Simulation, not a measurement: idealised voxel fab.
Name of the process module below: voxel self aligned vias
We display cut, a cross-section 235 nm in width whose square cells are each 5 nm.
Reading order for cross-sections: top band down to bottom band. Underlying form: a grid of square cells. Band size: one or more rows of cells.
Heights first: top, then bottom, in nm. Then materials, left to right, each with a width in nm. "edge to edge" on a single material: fills the band edge to edge. "air": empty space.
Heads up on the height convention: 0 is the point under which the incoming wafer is all one material, and the lowest band has no bottom, it just keeps going down, like "0 down".
The width entry "30->40" should be interpreted row by row: the top row of cells in the band takes the first number, the bottom row takes the second number, and the change between adjacent rows is uniform throughout.
Any step labelled "remains unaltered" changed none of the cells in the cross-section.
For the entry "Sealed void inventory", the listed items are empty spaces with no open way to the top whose size is 8 cells or more; each item follows the pattern width x height at distance, where distance is from the left edge and all three are in nm.
Read whatever lies past the settings on a step's line as the simulator's own remark about the step.
The setting "overlay nm" may be written on the line of a step. When the step uses a mask, the value reports how far to the right of the planned place the mask lay, and a negative value reports that it lay to the left.

The steps planned for the process are as follows
1 RECEIVE (material Si)
2 CONFORMAL_DEP (material SiO2; thk nm 10)
3 CONFORMAL_DEP (material SiCN; thk nm 5)
4 DIRECTIONAL_DEP (material lowk; thk nm 20)
5 PATTERN (tone open; mask id LINES; material resist; width nm 25; pitch nm 65; thk nm 15; overlay nm 0)
6 DIRECTIONAL_ETCH (etch materials lowk; depth nm 20)
7 STRIP (etch materials resist)
8 CONFORMAL_DEP (material TiN; thk nm 5)
9 FILL_DEP (material Ru; thk nm 5)
10 CMP (height nm 35)
11 SELECTIVE_ETCH (etch materials W Ru TiN; depth nm 10)
12 FILL_DEP (material SiN; thk nm 10)
13 CMP (height nm 35)
14 DIRECTIONAL_DEP (material lowk; thk nm 20)
15 DIRECTIONAL_DEP (material aC; thk nm 10)
16 PATTERN (tone open; mask id VIAS; material resist; width nm 35; thk nm 30; overlay nm 0)
17 DIRECTIONAL_ETCH (etch materials aC; depth nm 10)
18 STRIP (etch materials resist)
19 DIRECTIONAL_ETCH (etch materials lowk; depth nm 20)
20 DIRECTIONAL_ETCH (etch materials SiN; depth nm 10)
21 STRIP (etch materials aC)
22 CONFORMAL_DEP (material TiN; thk nm 5)
23 FILL_DEP (material W; thk nm 10)
24 CMP (height nm 55)
25 CONFORMAL_DEP (material SiN; thk nm 5)

The cross-section here shows the wafer as received, i.e. in its state after step 1
  0 down  Si edge to edge
  Sealed void inventory: none

a wafer at the end: this start, this plan, one mistake
  60 to 55  SiN edge to edge
  55 to 40  60 lowk, then 5 TiN, then 25 W, then 5 TiN, then 140 lowk
  40 to 35  60 lowk, then 15 TiN, then 15 W, then 5 TiN, then 140 lowk
  35 to 30  70 lowk, then 5 TiN, then 15 W, then 5 TiN, then 40 lowk, then 25 SiN, then 75 lowk
  30 to 25  70 lowk, then 25 TiN, then 40 lowk, then 25 SiN, then 75 lowk
  25 to 20  70 lowk, then 5 TiN, then 15 Ru, then 5 TiN, then 40 lowk, then 5 TiN, then 15 Ru, then 5 TiN, then 75 lowk
  20 to 15  70 lowk, then 25 TiN, then 40 lowk, then 25 TiN, then 75 lowk
  15 to 10  SiCN edge to edge
  10 to 0  SiO2 edge to edge
  0 down  Si edge to edge
  Sealed void inventory: none
Where did the run depart from the plan? the process deviated at step 16: the operation and settings actually run there were PATTERN (tone open; mask id VIAS; material resist; width nm 35; thk nm 30; overlay nm -5)
